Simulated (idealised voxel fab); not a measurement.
Title: Process Module voxel ribs on slabs
Cross-sectional view cut (width: 200 nm; square cell size: 5 nm).
Cross-section format: a grid of square cells, given as bands from top to bottom; each band is one or more rows of cells. Band: top and bottom heights (nm) first, top before bottom; then materials from left to right, widths in nm. "all across" marks a sole material filling the band edge to edge. "blank" denotes empty space. All heights in this document are referenced to 0, defined as the level beneath which the wafer, as received, consists entirely of one material. The lowest band is not bounded below; it extends indefinitely downward and is written in the form "z 0 and below". So if you see something like "30->40" for the width, read it as the top row of the band sitting at the first number and the bottom row at the second, with every row in between moving by the same amount as the last. Any step labelled "changes: none" changed none of the cells in the cross-section. Voids not open to the top, 8 cells minimum: see "Enclosed voids". Written width x height at distance; distance is from the left edge; nm. Text after the settings on a step's line: the simulator's own remark on that step. Regarding "overlay nm": on a step with a mask, it is the distance the mask lay to the right of its planned place; a negative value places it to the left.

**Process steps foreseen in the plan**
1) RECEIVE: material Si
2) DIRECTIONAL_DEP: material SiO2, thk nm 25
3) DIRECTIONAL_DEP: material polySi, thk nm 15
4) MASKED_ETCH: tone cover, mask id RIB, width nm 20, etch materials polySi, depth nm 10, overlay nm 0
5) MASKED_ETCH: tone cover, mask id SLAB, width nm 60, etch materials polySi, depth nm 5, overlay nm 0
6) FILL_DEP: material SiO2, thk nm 20
7) CMP: height nm 55
8) DIRECTIONAL_DEP: material TiN, thk nm 5
9) PATTERN: tone cover, mask id HEATER, material resist, width nm 30, thk nm 15, overlay nm 0
10) DIRECTIONAL_ETCH: etch materials TiN, depth nm 5
11) STRIP: etch materials resist
12) CONFORMAL_DEP: material SiN, thk nm 10

**As received (post step 1): cross-section**
z 0 and below = Si all across
Enclosed voids: none

**This is how the wafer looks in cross-section once the module is done, given the starting state and plan above and one mistake in carrying the plan out**
z 70 to 65 = 70 blank / 60 SiN / 70 blank
z 65 to 60 = SiN all across
z 60 to 55 = 80 SiN / 40 TiN / 80 SiN
z 55 to 40 = SiO2 all across
z 40 to 30 = 90 SiO2 / 20 polySi / 90 SiO2
z 30 to 25 = 70 SiO2 / 60 polySi / 70 SiO2
z 25 to 0 = SiO2 all across
z 0 and below = Si all across
Enclosed voids: none
Deviation noted in wafer processing: step 9 was processed under conditions differing from the plan, specifically as PATTERN: tone cover, mask id HEATER, material resist, width nm 40, thk nm 15, overlay nm 0
